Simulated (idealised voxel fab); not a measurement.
voxel released beams: a process module
The cross-section shown here is cut; it is 185 nm wide and divided into square cells measuring 5 nm on a side.
Format of a cross-section: grid, square cells. Given as bands. Order: top down. Band: one or more rows of cells. Quick guide to a band line: top height, bottom height (nm) up front; then every material left to right with its width in nm. Only one material and it's marked "all across"? Then it fills the band edge to edge. And "empty" just means empty space. All heights in this document are referenced to 0, defined as the level beneath which the wafer, as received, consists entirely of one material. The lowest band is not bounded below; it extends indefinitely downward and is written in the form "0 down". Width "30 to 40": first value at the band's top row of cells, second value at its bottom row, equal change from row to row. Basically "changes: none" means that step didn't change any cell in the cross-section. You'll see "Entrapped voids" listing empty spaces that have no way open to the top, as long as they're 8 cells or more; the notation is width x height at distance, where the distance is from the left edge, and all of it is in nm. It should be noted that, on the line of a given step, the content following the step's settings is a remark produced by the simulator itself with respect to that step. overlay nm, on a step with a mask: how far to the right of its planned place the mask lay; to the left if negative.
-- Here's what the planned process steps look like
1 op RECEIVE | material Si
2 op CONFORMAL_DEP | material Al2O3 | thk nm 5
3 op DIRECTIONAL_DEP | material SiO2 | thk nm 10
4 op DIRECTIONAL_DEP | material aC | thk nm 10
5 op PATTERN | tone open | mask id ANCHOR | material resist | width nm 35 | thk nm 30 | overlay nm 0
6 op DIRECTIONAL_ETCH | etch materials aC | depth nm 10
7 op STRIP | etch materials resist
8 op DIRECTIONAL_ETCH | etch materials SiO2 | depth nm 10
9 op STRIP | etch materials aC
10 op CONFORMAL_DEP | material polySi | thk nm 10
11 op MASKED_ETCH | tone cover | mask id BEAM | width nm 95 | etch materials polySi | depth nm 10 | overlay nm 0
12 op STRIP | etch materials SiO2
-- Cross-sectional view of the wafer in its as-received condition, corresponding to the state after step 1
* 0 down  Si all across
* Entrapped voids: none
-- Below is the wafer in cross-section after the module was completed. It began from the starting point shown above and followed the plan shown above, except that one mistake was made while running it
* 25 to 20  40 empty | 15 polySi | 15 empty | 65 polySi | 50 empty
* 20 to 15  55 polySi | 15 empty | 115 polySi
* 15 to 5  45 SiO2 | 35 polySi | 105 SiO2
* 5 to 0  Al2O3 all across
* 0 down  Si all across
* Entrapped voids: none
Diagnosis: step 11, actual vs plan mismatch, actual run op MASKED_ETCH | tone cover | mask id BEAM | width nm 95 | etch materials polySi | depth nm 5 | overlay nm 0
